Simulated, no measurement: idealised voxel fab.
process module | voxel ribs on slabs
cross-section cut | 260 nm wide | cells 5 nm
A cross-section is a grid of square cells, given in bands from the top down. A band is one or more rows of cells.
Each band's line starts with the height of the band's top and of its bottom, in nm. Then come its materials from left to right, each with its width in nm. One material with "throughout" fills the band from edge to edge. "air" is empty space.
Height 0 is the level under which the wafer as received is all one material. The lowest band goes on downwards, as in "0 down".
A width such as "30 to 40" changes by the same amount from each row of cells to the next, from the band's top row to its bottom row.
"no change" after a step means that no cell of the cross-section changed.
closed voids: empty space of 8 cells or more with no open way to the top, each as width x height at its distance from the left edge, in nm
after a step's settings: what the simulator itself notes on the step
overlay nm, on a step with a mask: how far to the right of its planned place the mask lay; to the left if negative
plan
1 op RECEIVE | material Si
2 op DIRECTIONAL_DEP | material SiO2 | thk nm 30
3 op DIRECTIONAL_DEP | material SiN | thk nm 15
4 op PATTERN | tone cover | mask id RIB | material resist | width nm 20 | thk nm 15 | overlay nm 0
5 op DIRECTIONAL_ETCH | etch materials SiN | depth nm 10
6 op STRIP | etch materials resist
7 op PATTERN | tone cover | mask id SLAB | material resist | width nm 50 | thk nm 20 | overlay nm 0
8 op DIRECTIONAL_ETCH | etch materials SiN | depth nm 5
9 op STRIP | etch materials resist
10 op FILL_DEP | material SiO2 | thk nm 20
11 op CMP | height nm 60
12 op DIRECTIONAL_DEP | material W | thk nm 5
13 op PATTERN | tone cover | mask id HEATER | material resist | width nm 30 | thk nm 20 | overlay nm 0
14 op DIRECTIONAL_ETCH | etch materials W | depth nm 5
15 op STRIP | etch materials resist
16 op CONFORMAL_DEP | material SiN | thk nm 10
as received, after step 1
  0 down: Si throughout
  closed voids: none
first wafer at the end, as planned
  75 to 70: air 105 | SiN 50 | air 105
  70 to 65: SiN throughout
  65 to 60: SiN 115 | W 30 | SiN 115
  60 to 45: SiO2 throughout
  45 to 35: SiO2 120 | SiN 20 | SiO2 120
  35 to 30: SiO2 105 | SiN 50 | SiO2 105
  30 to 0: SiO2 throughout
  0 down: Si throughout
  closed voids: none
second wafer at the end: like start, like plan, one mistake
  75 to 70: air 105 | SiN 50 | air 105
  70 to 65: SiN throughout
  65 to 60: SiN 115 | W 30 | SiN 115
  60 to 45: SiO2 throughout
  45 to 35: SiO2 120 | SiN 20 | SiO2 120
  35 to 30: SiO2 100 | SiN 50 | SiO2 110
  30 to 0: SiO2 throughout
  0 down: Si throughout
  closed voids: none
what went wrong: step 7 ran as: op PATTERN | tone cover | mask id SLAB | material resist | width nm 50 | thk nm 20 | overlay nm -5
at the end the second wafer has, in cells: as many of each material as the first, in other places
